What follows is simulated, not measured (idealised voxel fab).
This section sets out a process module, namely voxel local oxidation.
It is cross-section cut that appears here, measuring 205 nm in width, its square cells being 5 nm in size.
Bands, listed from the top down, are how a cross-section gets written in this document; the cross-section itself is a grid of square cells, and a band is one or more rows of them.
Heights first: top, then bottom, in nm. Then materials, left to right, each with a width in nm. "edge to edge" on a single material: fills the band edge to edge. "empty": empty space.
It should be noted that heights are counted from 0, beneath which the wafer as supplied is of one material throughout, and that the lowest band possesses no lower boundary but continues downward, as written in "z 0 and below".
When a width is written as two numbers, as in "30->40", the first number is the width in the top row of cells of the band and the second is the width in its bottom row, and the width changes by the same amount from each row to the next.
What does "no alterations made" mean for a step? It means no cell of the cross-section changed in that step.
Closed empty spaces (no open way to the top) of 8 cells or more are what "Unvented internal voids" lists, each as width x height at distance from the left edge, nm for all three.
Text after the settings on a step's line: the simulator's own remark on that step.
"overlay nm" answers the question of how far to the right of plan the mask lay on a step that has a mask, and when it is negative the answer is to the left.

Process steps (planned)
1: RECEIVE, material Si
2: OXIDIZE, depth nm 5
3: CONFORMAL_DEP, material SiN, thk nm 15
4: DIRECTIONAL_DEP, material aC, thk nm 15
5: PATTERN, tone cover, mask id ACTIVE, material resist, width nm 130, thk nm 35, overlay nm 0
6: DIRECTIONAL_ETCH, etch materials aC, depth nm 15
7: STRIP, etch materials resist
8: DIRECTIONAL_ETCH, etch materials SiN, depth nm 15
9: STRIP, etch materials aC
10: SELECTIVE_ETCH, etch materials SiO2, depth nm 5
11: OXIDIZE, depth nm 15
12: STRIP, etch materials SiN

Cross-section of the wafer upon arrival, representing the state reached after step 1
> z 0 and below = Si edge to edge
> Unvented internal voids: none

Cross-sectional result after module completion. Note: starting condition and plan are unchanged from above; one processing mistake was made
> z 0 to -5 = 35 nm empty, 120 nm SiO2, 50 nm empty
> z -5 to -20 = 50 nm SiO2, 90 nm Si, 65 nm SiO2
> z -20 and below = Si edge to edge
> Unvented internal voids: none
Against the plan, the run slipped here: step 5 went in with a setting other than planned; the actual run was PATTERN, tone cover, mask id ACTIVE, material resist, width nm 130, thk nm 35, overlay nm -5
